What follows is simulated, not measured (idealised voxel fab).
voxel self aligned contacts: a process module
Xsec cut, 240 nm wide, square cell size 5 nm.
Cross-section = grid of square cells, listed top down in bands; band = one or more rows. The band entry comprises the height of the band's top followed by the height of its bottom, expressed in nm, and subsequently the band's materials from left to right, each stated together with its width in nm. Where a single material is marked with the word "edge to edge", that material fills the band from edge to edge. The word "blank" represents empty space. Height reference: 0 = level under which incoming wafer is all one material. Lowest band: no bottom, runs on downward, e.g. "top 0, no bottom". With a width like "30..40", each row of cells in the band differs from the next by the same amount, the top row carrying the first number and the bottom row the second. The cross-section has no changed cell in any step marked "left unchanged". You'll see "Voids, fully enclosed" listing empty spaces that have no way open to the top, as long as they're 8 cells or more; the notation is width x height at distance, where the distance is from the left edge, and all of it is in nm. Anything after a step's settings on that line? It's the simulator's own note about the step. overlay nm: where the mask lay relative to plan, measured to the right, on steps with a mask; negatives go left.

Below is the list of planned process steps:
step 1: RECEIVE: material Si
step 2: OXIDIZE: depth nm 5
step 3: DIRECTIONAL_DEP: material polySi, thk nm 20
step 4: DIRECTIONAL_DEP: material SiN, thk nm 20
step 5: PATTERN: tone cover, mask id GATE, material resist, width nm 35, pitch nm 75, thk nm 20, overlay nm 0
step 6: DIRECTIONAL_ETCH: etch materials SiN, depth nm 20
step 7: DIRECTIONAL_ETCH: etch materials polySi, depth nm 20
step 8: STRIP: etch materials resist
step 9: CONFORMAL_DEP: material SiN, thk nm 10
step 10: DIRECTIONAL_ETCH: etch materials SiN, depth nm 10
step 11: FILL_DEP: material SiO2, thk nm 15
step 12: CMP: height nm 45
step 13: MASKED_ETCH: tone open, mask id CONTACT, width nm 50, pitch nm 75, etch materials SiO2, depth nm 50, overlay nm 0
step 14: CONFORMAL_DEP: material TiN, thk nm 5
step 15: FILL_DEP: material W, thk nm 5
step 16: CMP: height nm 45
step 17: CONFORMAL_DEP: material SiN, thk nm 5

As received (post step 1): cross-section:
	top 0, no bottom: Si edge to edge
	Voids, fully enclosed: none

What the wafer looks like in cross-section after this module, when it starts as shown above and follows the plan above but one mistake is made in running it:
	top 50, bottom 45: SiN edge to edge
	top 45, bottom 40: polySi edge to edge
	top 40, bottom 20: polySi 15; SiN 55; polySi 20; SiN 55; polySi 20; SiN 55; polySi 20
	top 20, bottom 0: polySi 15; SiN 10; polySi 35; SiN 10; polySi 20; SiN 10; polySi 35; SiN 10; polySi 20; SiN 10; polySi 35; SiN 10; polySi 20
	top 0, bottom -5: SiO2 edge to edge
	top -5, no bottom: Si edge to edge
	Voids, fully enclosed: none
Against the plan, the run slipped here: step 11 was processed under conditions differing from the plan, specifically as FILL_DEP: material polySi, thk nm 15
